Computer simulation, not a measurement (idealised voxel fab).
Title: Process Module voxel trench capacitor
Xsec cut, 190 nm wide, square cell size 5 nm.
A cross-section is a grid of square cells, given in bands from the top down. A band is one or more rows of cells.
For a band, the entry starts with two heights in nm, that of the top and then that of the bottom, and carries on with the band's materials in order from left to right, each alongside its width in nm; the word "everywhere" beside a single material means it fills the band edge to edge, and "blank" means empty space.
Note: height 0 marks the level under which the wafer is uniformly one material as received. Lowest band unbounded below, written "z 0 and below".
It should be noted that a width expressed as "30 to 40" varies in equal increments from row to row of cells within the band, taking the value of the first number at the top row and that of the second number at the bottom row.
"all unchanged" after a step means that no cell of the cross-section changed.
For the entry "Enclosed empty spaces", the listed items are empty spaces with no open way to the top whose size is 8 cells or more; each item follows the pattern width x height at distance, where distance is from the left edge and all three are in nm.
Where a step's line continues beyond its settings, the continuation is a remark by the simulator itself on that step.
"overlay nm" answers the question of how far to the right of plan the mask lay on a step that has a mask, and when it is negative the answer is to the left.
-- Here's what the planned process steps look like
1. RECEIVE [material Si]
2. CONFORMAL_DEP [material SiN] [thk nm 5]
3. DIRECTIONAL_DEP [material aC] [thk nm 10]
4. PATTERN [tone open] [mask id TRENCH] [material resist] [width nm 30] [pitch nm 55] [thk nm 25] [overlay nm 0]
5. DIRECTIONAL_ETCH [etch materials aC] [depth nm 10]
6. STRIP [etch materials resist]
7. DIRECTIONAL_ETCH [etch materials SiN] [depth nm 5]
8. DIRECTIONAL_ETCH [etch materials Si] [depth nm 30]
9. STRIP [etch materials aC]
10. CONFORMAL_DEP [material HfO2] [thk nm 5]
11. CONFORMAL_DEP [material TiN] [thk nm 5]
12. FILL_DEP [material W] [thk nm 10]
13. CMP [height nm 5]
-- Cross-section of the incoming wafer, state after step 1
z 0 and below = Si everywhere
Enclosed empty spaces: none
-- Same starting wafer, same plan as above, one mistake in the execution; this is the cross-section at the end of the module
z 5 to 0 = SiN 25 nm / TiN 5 nm / W 20 nm / TiN 5 nm / SiN 25 nm / TiN 5 nm / W 20 nm / TiN 5 nm / SiN 25 nm / TiN 5 nm / W 20 nm / TiN 5 nm / SiN 25 nm
z 0 to -25 = Si 25 nm / TiN 5 nm / W 20 nm / TiN 5 nm / Si 25 nm / TiN 5 nm / W 20 nm / TiN 5 nm / Si 25 nm / TiN 5 nm / W 20 nm / TiN 5 nm / Si 25 nm
z -25 to -30 = Si 25 nm / TiN 30 nm / Si 25 nm / TiN 30 nm / Si 25 nm / TiN 30 nm / Si 25 nm
z -30 and below = Si everywhere
Enclosed empty spaces: none
Where did the run depart from the plan? step 10 of the plan never got run, it was skipped over
